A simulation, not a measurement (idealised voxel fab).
The name of this process module is voxel gate over fins.
It is cross-section cut that appears here, measuring 165 nm in width, its square cells being 5 nm in size.
Square cells in a grid make up a cross-section in this document, and the grid is given as bands, listed from the top down, each one or more rows of cells.
Band: top height; bottom height; in nm. Then, left to right: material with width in nm, for each material. "full width": a single material spanning edge to edge. "blank": empty space.
Measure heights from 0. That's the level where, below it, the as-received wafer is all one material. The lowest band is bottomless and extends downward; write it as in "0 and below".
Graded width ("30->40"): value in top row of band = first number; value in bottom row = second number; row-to-row change constant.
"changes: none", as given for a step, is the statement that not any cell of the cross-section underwent a change during that step.
So "Enclosed void list" is basically the list of trapped voids: any empty space of 8 cells or more that can't reach the top through an opening. They're written width x height at distance, the distance being from the left edge, and it's all nm.
Read whatever lies past the settings on a step's line as the simulator's own remark about the step.
The setting "overlay nm" may be written on the line of a step. When the step uses a mask, the value reports how far to the right of the planned place the mask lay, and a negative value reports that it lay to the left.
**Here's what the planned process steps look like**
- 1: RECEIVE [material Si]
- 2: CONFORMAL_DEP [material SiN] [thk nm 5]
- 3: MASKED_ETCH [tone cover] [mask id FINS] [width nm 15] [pitch nm 40] [etch materials SiN] [depth nm 5] [overlay nm 0]
- 4: MASKED_ETCH [tone cover] [mask id FINS] [width nm 15] [pitch nm 40] [etch materials Si] [depth nm 30] [overlay nm 0]
- 5: OXIDIZE [depth nm 5]
- 6: FILL_DEP [material SiO2] [thk nm 10]
- 7: CMP [height nm 5]
- 8: SELECTIVE_ETCH [etch materials SiO2] [depth nm 15]
- 9: STRIP [etch materials SiN]
- 10: CONFORMAL_DEP [material HfO2] [thk nm 5]
- 11: CONFORMAL_DEP [material TiN] [thk nm 5]
- 12: CONFORMAL_DEP [material TiAl] [thk nm 5]
- 13: CONFORMAL_DEP [material TiN] [thk nm 5]
- 14: FILL_DEP [material W] [thk nm 10]
- 15: CMP [height nm 25]
- 16: CONFORMAL_DEP [material SiN] [thk nm 10]
**Of two wafers, the first: run according to plan**
**Wafer as received: cross-section following step 1**
    0 and below  Si full width
    Enclosed void list: none
**After step 2: wafer cross-section**
    5 down to 0  SiN full width
    Whatever lies below 0 is exactly as it was before.
**After step 3: wafer cross-section**
    5 down to 0  blank=35; SiN=15; blank=25; SiN=15; blank=25; SiN=15; blank=35
    Whatever lies below 0 is exactly as it was before.
**After step 4: wafer cross-section**
    5 down to 0  blank=35; SiN=15; blank=25; SiN=15; blank=25; SiN=15; blank=35
    0 down to -30  blank=35; Si=15; blank=25; Si=15; blank=25; Si=15; blank=35
    Whatever lies below -30 is exactly as it was before.
**After step 5: wafer cross-section**
    5 down to 0  blank=35; SiN=15; blank=25; SiN=15; blank=25; SiN=15; blank=35
    0 down to -30  blank=35; SiO2=5; Si=5; SiO2=5; blank=25; SiO2=5; Si=5; SiO2=5; blank=25; SiO2=5; Si=5; SiO2=5; blank=35
    -30 down to -35  SiO2=40; Si=5; SiO2=35; Si=5; SiO2=35; Si=5; SiO2=40
    Whatever lies below -35 is exactly as it was before.
**After step 6: wafer cross-section**
    15 down to 5  SiO2 full width
    5 down to 0  SiO2=35; SiN=15; SiO2=25; SiN=15; SiO2=25; SiN=15; SiO2=35
    0 down to -35  SiO2=40; Si=5; SiO2=35; Si=5; SiO2=35; Si=5; SiO2=40
    Whatever lies below -35 is exactly as it was before.
**After step 7: wafer cross-section**
    5 down to 0  SiO2=35; SiN=15; SiO2=25; SiN=15; SiO2=25; SiN=15; SiO2=35
    Whatever lies below 0 is exactly as it was before.
**After step 8: wafer cross-section**
    5 down to 0  blank=35; SiN=15; blank=25; SiN=15; blank=25; SiN=15; blank=35
    0 down to -10  blank=40; Si=5; blank=35; Si=5; blank=35; Si=5; blank=40
    Whatever lies below -10 is exactly as it was before.
**After step 9: wafer cross-section**
    0 down to -10  blank=40; Si=5; blank=35; Si=5; blank=35; Si=5; blank=40
    Whatever lies below -10 is exactly as it was before.
**After step 10: wafer cross-section**
    5 down to 0  blank=35; HfO2=15; blank=25; HfO2=15; blank=25; HfO2=15; blank=35
    0 down to -5  blank=35; HfO2=5; Si=5; HfO2=5; blank=25; HfO2=5; Si=5; HfO2=5; blank=25; HfO2=5; Si=5; HfO2=5; blank=35
    -5 down to -10  HfO2=40; Si=5; HfO2=35; Si=5; HfO2=35; Si=5; HfO2=40
    Whatever lies below -10 is exactly as it was before.
**After step 11: wafer cross-section**
    10 down to 5  blank=30; TiN=25; blank=15; TiN=25; blank=15; TiN=25; blank=30
    5 down to 0  blank=30; TiN=5; HfO2=15; TiN=5; blank=15; TiN=5; HfO2=15; TiN=5; blank=15; TiN=5; HfO2=15; TiN=5; blank=30
    0 down to -5  TiN=35; HfO2=5; Si=5; HfO2=5; TiN=25; HfO2=5; Si=5; HfO2=5; TiN=25; HfO2=5; Si=5; HfO2=5; TiN=35
    Whatever lies below -5 is exactly as it was before.
**After step 12: wafer cross-section**
    15 down to 10  blank=25; TiAl=35; blank=5; TiAl=35; blank=5; TiAl=35; blank=25
    10 down to 5  blank=25; TiAl=5; TiN=25; TiAl=5; blank=5; TiAl=5; TiN=25; TiAl=5; blank=5; TiAl=5; TiN=25; TiAl=5; blank=25
    5 down to 0  TiAl=30; TiN=5; HfO2=15; TiN=5; TiAl=15; TiN=5; HfO2=15; TiN=5; TiAl=15; TiN=5; HfO2=15; TiN=5; TiAl=30
    Whatever lies below 0 is exactly as it was before.
**After step 13: wafer cross-section**
    20 down to 15  blank=20; TiN=125; blank=20
    15 down to 10  blank=20; TiN=5; TiAl=35; TiN=5; TiAl=35; TiN=5; TiAl=35; TiN=5; blank=20
    10 down to 5  TiN=25; TiAl=5; TiN=25; TiAl=5; TiN=5; TiAl=5; TiN=25; TiAl=5; TiN=5; TiAl=5; TiN=25; TiAl=5; TiN=25
    Whatever lies below 5 is exactly as it was before.
**After step 14: wafer cross-section**
    30 down to 20  W full width
    20 down to 15  W=20; TiN=125; W=20
    15 down to 10  W=20; TiN=5; TiAl=35; TiN=5; TiAl=35; TiN=5; TiAl=35; TiN=5; W=20
    Whatever lies below 10 is exactly as it was before.
**After step 15: wafer cross-section**
    25 down to 20  W full width
    Whatever lies below 20 is exactly as it was before.
**After step 16: wafer cross-section**
    35 down to 25  SiN full width
    Whatever lies below 25 is exactly as it was before.
**Second wafer, same starting state and plan as the first, one mistake in the run, identical through step 5**
**Look at the second wafer in cross-section at the time step 6 ought to have finished**
    15 down to 0  SiN full width
    0 down to -30  SiN=35; SiO2=5; Si=5; SiO2=5; SiN=25; SiO2=5; Si=5; SiO2=5; SiN=25; SiO2=5; Si=5; SiO2=5; SiN=35
    Whatever lies below -30 is exactly as it was before.
**Look at the second wafer in cross-section at the time step 7 ought to have finished**
    5 down to 0  SiN full width
    Whatever lies below 0 is exactly as it was before.
Look at the second wafer in cross-section at the time step 8 ought to have finished: changes: none
**Look at the second wafer in cross-section at the time step 9 ought to have finished**
    0 down to -30  blank=35; SiO2=5; Si=5; SiO2=5; blank=25; SiO2=5; Si=5; SiO2=5; blank=25; SiO2=5; Si=5; SiO2=5; blank=35
    Whatever lies below -30 is exactly as it was before.
**Look at the second wafer in cross-section at the time step 10 ought to have finished**
    5 down to 0  blank=30; HfO2=25; blank=15; HfO2=25; blank=15; HfO2=25; blank=30
    0 down to -25  blank=30; HfO2=5; SiO2=5; Si=5; SiO2=5; HfO2=5; blank=15; HfO2=5; SiO2=5; Si=5; SiO2=5; HfO2=5; blank=15; HfO2=5; SiO2=5; Si=5; SiO2=5; HfO2=5; blank=30
    -25 down to -30  HfO2=35; SiO2=5; Si=5; SiO2=5; HfO2=25; SiO2=5; Si=5; SiO2=5; HfO2=25; SiO2=5; Si=5; SiO2=5; HfO2=35
    Whatever lies below -30 is exactly as it was before.
**Look at the second wafer in cross-section at the time step 11 ought to have finished**
    10 down to 5  blank=25; TiN=35; blank=5; TiN=35; blank=5; TiN=35; blank=25
    5 down to 0  blank=25; TiN=5; HfO2=25; TiN=5; blank=5; TiN=5; HfO2=25; TiN=5; blank=5; TiN=5; HfO2=25; TiN=5; blank=25
    0 down to -20  blank=25; TiN=5; HfO2=5; SiO2=5; Si=5; SiO2=5; HfO2=5; TiN=5; blank=5; TiN=5; HfO2=5; SiO2=5; Si=5; SiO2=5; HfO2=5; TiN=5; blank=5; TiN=5; HfO2=5; SiO2=5; Si=5; SiO2=5; HfO2=5; TiN=5; blank=25
    -20 down to -25  TiN=30; HfO2=5; SiO2=5; Si=5; SiO2=5; HfO2=5; TiN=15; HfO2=5; SiO2=5; Si=5; SiO2=5; HfO2=5; TiN=15; HfO2=5; SiO2=5; Si=5; SiO2=5; HfO2=5; TiN=30
    Whatever lies below -25 is exactly as it was before.
**Look at the second wafer in cross-section at the time step 12 ought to have finished**
    15 down to 10  blank=20; TiAl=125; blank=20
    10 down to 5  blank=20; TiAl=5; TiN=35; TiAl=5; TiN=35; TiAl=5; TiN=35; TiAl=5; blank=20
    5 down to 0  blank=20; TiAl=5; TiN=5; HfO2=25; TiN=5; TiAl=5; TiN=5; HfO2=25; TiN=5; TiAl=5; TiN=5; HfO2=25; TiN=5; TiAl=5; blank=20
    0 down to -15  blank=20; TiAl=5; TiN=5; HfO2=5; SiO2=5; Si=5; SiO2=5; HfO2=5; TiN=5; TiAl=5; TiN=5; HfO2=5; SiO2=5; Si=5; SiO2=5; HfO2=5; TiN=5; TiAl=5; TiN=5; HfO2=5; SiO2=5; Si=5; SiO2=5; HfO2=5; TiN=5; TiAl=5; blank=20
    -15 down to -20  TiAl=25; TiN=5; HfO2=5; SiO2=5; Si=5; SiO2=5; HfO2=5; TiN=5; TiAl=5; TiN=5; HfO2=5; SiO2=5; Si=5; SiO2=5; HfO2=5; TiN=5; TiAl=5; TiN=5; HfO2=5; SiO2=5; Si=5; SiO2=5; HfO2=5; TiN=5; TiAl=25
    Whatever lies below -20 is exactly as it was before.
**Look at the second wafer in cross-section at the time step 13 ought to have finished**
    20 down to 15  blank=15; TiN=135; blank=15
    15 down to 10  blank=15; TiN=5; TiAl=125; TiN=5; blank=15
    10 down to 5  blank=15; TiN=5; TiAl=5; TiN=35; TiAl=5; TiN=35; TiAl=5; TiN=35; TiAl=5; TiN=5; blank=15
    5 down to 0  blank=15; TiN=5; TiAl=5; TiN=5; HfO2=25; TiN=5; TiAl=5; TiN=5; HfO2=25; TiN=5; TiAl=5; TiN=5; HfO2=25; TiN=5; TiAl=5; TiN=5; blank=15
    0 down to -10  blank=15; TiN=5; TiAl=5; TiN=5; HfO2=5; SiO2=5; Si=5; SiO2=5; HfO2=5; TiN=5; TiAl=5; TiN=5; HfO2=5; SiO2=5; Si=5; SiO2=5; HfO2=5; TiN=5; TiAl=5; TiN=5; HfO2=5; SiO2=5; Si=5; SiO2=5; HfO2=5; TiN=5; TiAl=5; TiN=5; blank=15
    -10 down to -15  TiN=20; TiAl=5; TiN=5; HfO2=5; SiO2=5; Si=5; SiO2=5; HfO2=5; TiN=5; TiAl=5; TiN=5; HfO2=5; SiO2=5; Si=5; SiO2=5; HfO2=5; TiN=5; TiAl=5; TiN=5; HfO2=5; SiO2=5; Si=5; SiO2=5; HfO2=5; TiN=5; TiAl=5; TiN=20
    Whatever lies below -15 is exactly as it was before.
**Look at the second wafer in cross-section at the time step 14 ought to have finished**
    30 down to 20  W full width
    20 down to 15  W=15; TiN=135; W=15
    15 down to 10  W=15; TiN=5; TiAl=125; TiN=5; W=15
    10 down to 5  W=15; TiN=5; TiAl=5; TiN=35; TiAl=5; TiN=35; TiAl=5; TiN=35; TiAl=5; TiN=5; W=15
    5 down to 0  W=15; TiN=5; TiAl=5; TiN=5; HfO2=25; TiN=5; TiAl=5; TiN=5; HfO2=25; TiN=5; TiAl=5; TiN=5; HfO2=25; TiN=5; TiAl=5; TiN=5; W=15
    0 down to -10  W=15; TiN=5; TiAl=5; TiN=5; HfO2=5; SiO2=5; Si=5; SiO2=5; HfO2=5; TiN=5; TiAl=5; TiN=5; HfO2=5; SiO2=5; Si=5; SiO2=5; HfO2=5; TiN=5; TiAl=5; TiN=5; HfO2=5; SiO2=5; Si=5; SiO2=5; HfO2=5; TiN=5; TiAl=5; TiN=5; W=15
    Whatever lies below -10 is exactly as it was before.
**Look at the second wafer in cross-section at the time step 15 ought to have finished**
    25 down to 20  W full width
    Whatever lies below 20 is exactly as it was before.
**Look at the second wafer in cross-section at the time step 16 ought to have finished**
    35 down to 25  SiN full width
    Whatever lies below 25 is exactly as it was before.
Here's what went sideways: step 6: run off-plan, actual operation and settings FILL_DEP [material SiN] [thk nm 10]
End of process, cell counts, second wafer against first, materials with more or fewer: HfO2: 24 more | SiO2: 84 fewer | TiAl: 12 more | TiN: 28 more | W: 20 more
